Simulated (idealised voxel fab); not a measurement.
Name of the process module below: voxel lift off
Xsec cut, 150 nm wide, square cell size 5 nm.
This document writes a cross-section as a grid whose cells are square, and gives it as bands, listed from the top down; one or more rows of cells form a band.
It is stipulated that each band's entry specify, in nanometres, the height of the top of the band and then that of its bottom, followed by the materials of the band in left-to-right sequence, each together with its width in nanometres. A single material marked by the word "full width" is understood to fill the band from edge to edge; the word "air" is understood to denote empty space.
The reference from which all heights are counted is 0, the level beneath which the as-received wafer is entirely one material; the lowest band, having no lower bound, proceeds downward and is written after the example "0 nm and below".
A two-number width, for instance "30->40", indicates that the width is equal to the first number in the top row of the band and to the second number in the bottom row, and that it changes by a constant amount per row of cells.
Reading "no change" for a step: not a cell of the cross-section changed in it.
"Sealed cavities" means: voids of 8 cells or more that are shut off from the top with no open way through. Written width x height at distance, distance from the left edge, in nm.
That trailing text on a step's line, after the settings, is the simulator's own remark on the step.
"overlay nm", when on a step's line for a step with a mask, measures how far to the right of its planned place the mask lay; a negative measure means to the left.
PLANNED STEP LIST FOR THE PROCESS
1. RECEIVE (material Si)
2. CONFORMAL_DEP (material Al2O3; thk nm 10)
3. PATTERN (tone open; mask id LINES; material resist; width nm 15; pitch nm 35; thk nm 25; overlay nm 0)
4. DIRECTIONAL_DEP (material Ru; thk nm 10)
5. STRIP (etch materials resist)
6. CONFORMAL_DEP (material SiCN; thk nm 10)
CONCERNING THE FIRST OF TWO WAFERS, WHICH WAS RUN IN ACCORDANCE WITH THE PLAN
SHOWN IN CROSS-SECTION IS THE WAFER AS RECEIVED, THAT IS, AS IT STANDS AFTER STEP 1
  0 nm and below | Si full width
  Sealed cavities: none
STATE OF THE WAFER AFTER STEP 2, SHOWN IN CROSS-SECTION
  10 nm to 0 nm | Al2O3 full width
  Under the height 0 nothing was changed.
STATE OF THE WAFER AFTER STEP 3, SHOWN IN CROSS-SECTION
  35 nm to 10 nm | 50 nm resist; 15 nm air; 20 nm resist; 15 nm air; 50 nm resist
  Under the height 10 nothing was changed.
STATE OF THE WAFER AFTER STEP 4, SHOWN IN CROSS-SECTION
  45 nm to 35 nm | 50 nm Ru; 15 nm air; 20 nm Ru; 15 nm air; 50 nm Ru
  35 nm to 20 nm | 50 nm resist; 15 nm air; 20 nm resist; 15 nm air; 50 nm resist
  20 nm to 10 nm | 50 nm resist; 15 nm Ru; 20 nm resist; 15 nm Ru; 50 nm resist
  Under the height 10 nothing was changed.
STATE OF THE WAFER AFTER STEP 5, SHOWN IN CROSS-SECTION
  20 nm to 10 nm | 50 nm air; 15 nm Ru; 20 nm air; 15 nm Ru; 50 nm air
  Under the height 10 nothing was changed.
STATE OF THE WAFER AFTER STEP 6, SHOWN IN CROSS-SECTION
  30 nm to 20 nm | 40 nm air; 70 nm SiCN; 40 nm air
  20 nm to 10 nm | 50 nm SiCN; 15 nm Ru; 20 nm SiCN; 15 nm Ru; 50 nm SiCN
  Under the height 10 nothing was changed.
WAFER TWO. SAME START, SAME PLAN, ONE SLIP IN EXECUTION. SAME AS WAFER ONE THROUGH STEP 5, INCLUSIVE
Look at the second wafer in cross-section at the time step 6 ought to have finished: no change
Nonconformance to the process plan: step 6 from the plan never happened, it was just skipped
Cell-count delta at end, second wafer over first, by material: -76 SiCN
